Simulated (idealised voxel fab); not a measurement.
The document below concerns the process module designated voxel wiring stack.
Each square cell in cross-section cut measures 5 nm, and the section as a whole is 175 nm wide.
Think of the cross-section as a grid of square cells. We describe it in bands, top to bottom, and each band covers one or more rows of those cells.
Per band: top height and bottom height in nm, followed by the left-to-right materials and their widths in nm; "edge to edge" marks a single material spanning edge to edge, "blank" marks empty space.
Below 0: as-received wafer, all one material; heights counted from there. Lowest band: no bottom, goes on down, written "0..down".
Think of "30..40" as a width that walks from the first number to the second as you go down the band, top row to bottom row, taking equal-sized steps from row to row.
"no alteration" means the step left every cell of the cross-section as it was.
The entry "Enclosed void listing" lists the empty spaces that cover at least 8 cells and have no open path to the top. Each is written as width x height at distance, where the distance is measured from the left edge and all three values are in nm.
On each step's line, the part that comes after the settings is the simulator's own comment on the step.
Each step line may optionally specify "overlay nm", which for a step with a mask gives the rightward distance between the mask's planned place and where it lay, a negative value indicating the leftward direction.
PLAN
step 1: RECEIVE [material Si]
step 2: CONFORMAL_DEP [material SiO2] [thk nm 15]
step 3: DIRECTIONAL_DEP [material TiN] [thk nm 5]
step 4: DIRECTIONAL_DEP [material Ru] [thk nm 25]
step 5: DIRECTIONAL_DEP [material aC] [thk nm 15]
step 6: PATTERN [tone cover] [mask id METAL_1] [material resist] [width nm 30] [pitch nm 50] [thk nm 30] [overlay nm 0]
step 7: DIRECTIONAL_ETCH [etch materials aC] [depth nm 15]
step 8: STRIP [etch materials resist]
step 9: DIRECTIONAL_ETCH [etch materials Ru] [depth nm 25]
step 10: DIRECTIONAL_ETCH [etch materials TiN] [depth nm 5]
step 11: STRIP [etch materials aC]
step 12: FILL_DEP [material lowk] [thk nm 10]
step 13: CMP [height nm 45]
step 14: CONFORMAL_DEP [material SiCN] [thk nm 5]
step 15: DIRECTIONAL_DEP [material SiO2] [thk nm 30]
step 16: MASKED_ETCH [tone open] [mask id METAL_2] [width nm 30] [pitch nm 50] [etch materials SiO2] [depth nm 15] [overlay nm 0]
step 17: PATTERN [tone open] [mask id METAL_2_HOLES] [material resist] [width nm 15] [pitch nm 50] [thk nm 20] [overlay nm 0]
step 18: DIRECTIONAL_ETCH [etch materials SiO2] [depth nm 15]
step 19: DIRECTIONAL_ETCH [etch materials SiCN] [depth nm 5]
step 20: STRIP [etch materials resist]
step 21: CONFORMAL_DEP [material TiN] [thk nm 5]
step 22: FILL_DEP [material Ru] [thk nm 10]
step 23: CMP [height nm 80]
step 24: CONFORMAL_DEP [material SiCN] [thk nm 5]
step 25: DIRECTIONAL_DEP [material lowk] [thk nm 10]
step 26: PATTERN [tone open] [mask id PLUG_2] [material resist] [width nm 15] [thk nm 20] [overlay nm 0]
step 27: DIRECTIONAL_ETCH [etch materials lowk] [depth nm 10]
step 28: DIRECTIONAL_ETCH [etch materials SiCN] [depth nm 5]
step 29: STRIP [etch materials resist]
step 30: EPI [material Ru] [thk nm 10]
step 31: EPI [material Ru] [thk nm 5]
step 32: DIRECTIONAL_DEP [material TiN] [thk nm 5]
step 33: DIRECTIONAL_DEP [material Ru] [thk nm 20]
step 34: DIRECTIONAL_DEP [material aC] [thk nm 10]
step 35: PATTERN [tone cover] [mask id METAL_3] [material resist] [width nm 30] [pitch nm 50] [thk nm 30] [overlay nm 0]
step 36: DIRECTIONAL_ETCH [etch materials aC] [depth nm 10]
step 37: STRIP [etch materials resist]
step 38: DIRECTIONAL_ETCH [etch materials Ru] [depth nm 20]
step 39: DIRECTIONAL_ETCH [etch materials TiN] [depth nm 5]
step 40: STRIP [etch materials aC]
step 41: FILL_DEP [material lowk] [thk nm 5]
step 42: CMP [height nm 120]
step 43: CONFORMAL_DEP [material SiCN] [thk nm 5]
CROSS-SECTION: WAFER ON ARRIVAL = AFTER STEP 1
* 0..down = Si edge to edge
* Enclosed void listing: none
THE FOLLOWING CROSS-SECTION DEPICTS THE WAFER UPON CONCLUSION OF THE MODULE. PROCESSING COMMENCED FROM THE STARTING CONDITION ILLUSTRATED ABOVE AND ADHERED TO THE PLAN ILLUSTRATED ABOVE, SAVE FOR ONE MISTAKE IN EXECUTION
* 125..120 = SiCN edge to edge
* 120..100 = 45 nm lowk, 30 nm Ru, 20 nm lowk, 30 nm Ru, 50 nm lowk
* 100..95 = 45 nm lowk, 30 nm TiN, 20 nm lowk, 30 nm TiN, 50 nm lowk
* 95..85 = 45 nm lowk, 15 nm Ru, 115 nm lowk
* 85..80 = 45 nm SiCN, 15 nm Ru, 115 nm SiCN
* 80..70 = 45 nm SiO2, 5 nm TiN, 20 nm Ru, 5 nm TiN, 20 nm SiO2, 5 nm TiN, 20 nm Ru, 5 nm TiN, 50 nm SiO2
* 70..65 = 45 nm SiO2, 5 nm TiN, 5 nm Ru, 20 nm TiN, 20 nm SiO2, 5 nm TiN, 5 nm Ru, 20 nm TiN, 50 nm SiO2
* 65..50 = 45 nm SiO2, 5 nm TiN, 5 nm Ru, 5 nm TiN, 35 nm SiO2, 5 nm TiN, 5 nm Ru, 5 nm TiN, 65 nm SiO2
* 50..45 = 45 nm SiCN, 15 nm TiN, 35 nm SiCN, 15 nm TiN, 65 nm SiCN
* 45..40 = lowk edge to edge
* 40..15 = 45 nm lowk, 30 nm Ru, 20 nm lowk, 30 nm Ru, 50 nm lowk
* 15..0 = SiO2 edge to edge
* 0..down = Si edge to edge
* Enclosed void listing: none
Short version of what went wrong: step 3 of the plan was excluded from execution and never run
